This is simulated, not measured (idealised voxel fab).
process module | voxel ribs on slabs
cross-section cut | 250 nm wide | cells 5 nm
A cross-section is a grid of square cells, given in bands from the top down. A band is one or more rows of cells.
Each band's line starts with the height of the band's top and of its bottom, in nm. Then come its materials from left to right, each with its width in nm. One material with "throughout" fills the band from edge to edge. "air" is empty space.
Height 0 is the level under which the wafer as received is all one material. The lowest band goes on downwards, as in "0 down".
A width such as "30 to 40" changes by the same amount from each row of cells to the next, from the band's top row to its bottom row.
"no change" after a step means that no cell of the cross-section changed.
closed voids: empty space of 8 cells or more with no open way to the top, each as width x height at its distance from the left edge, in nm
after a step's settings: what the simulator itself notes on the step
overlay nm, on a step with a mask: how far to the right of its planned place the mask lay; to the left if negative
plan
1 op RECEIVE | material Si
2 op DIRECTIONAL_DEP | material SiO2 | thk nm 30
3 op DIRECTIONAL_DEP | material polySi | thk nm 20
4 op PATTERN | tone cover | mask id RIB | material resist | width nm 30 | thk nm 15 | overlay nm 0
5 op DIRECTIONAL_ETCH | etch materials polySi | depth nm 5
6 op STRIP | etch materials resist
7 op PATTERN | tone cover | mask id SLAB | material resist | width nm 80 | thk nm 15 | overlay nm 0
8 op DIRECTIONAL_ETCH | etch materials polySi | depth nm 15
9 op STRIP | etch materials resist
10 op FILL_DEP | material SiO2 | thk nm 15
11 op CMP | height nm 60
12 op DIRECTIONAL_DEP | material W | thk nm 10
13 op PATTERN | tone cover | mask id HEATER | material resist | width nm 40 | thk nm 20 | overlay nm 0
14 op DIRECTIONAL_ETCH | etch materials W | depth nm 10
15 op STRIP | etch materials resist
16 op CONFORMAL_DEP | material SiO2 | thk nm 5
as received, after step 1
  0 down: Si throughout
  closed voids: none
a wafer at the end: this start, this plan, one mistake
  75 to 70: air 100 | SiO2 50 | air 100
  70 to 65: air 100 | SiO2 5 | W 40 | SiO2 5 | air 100
  65 to 60: SiO2 105 | W 40 | SiO2 105
  60 to 20: SiO2 throughout
  20 to 0: polySi throughout
  0 down: Si throughout
  closed voids: none
what went wrong: steps 2 and 3 were swapped
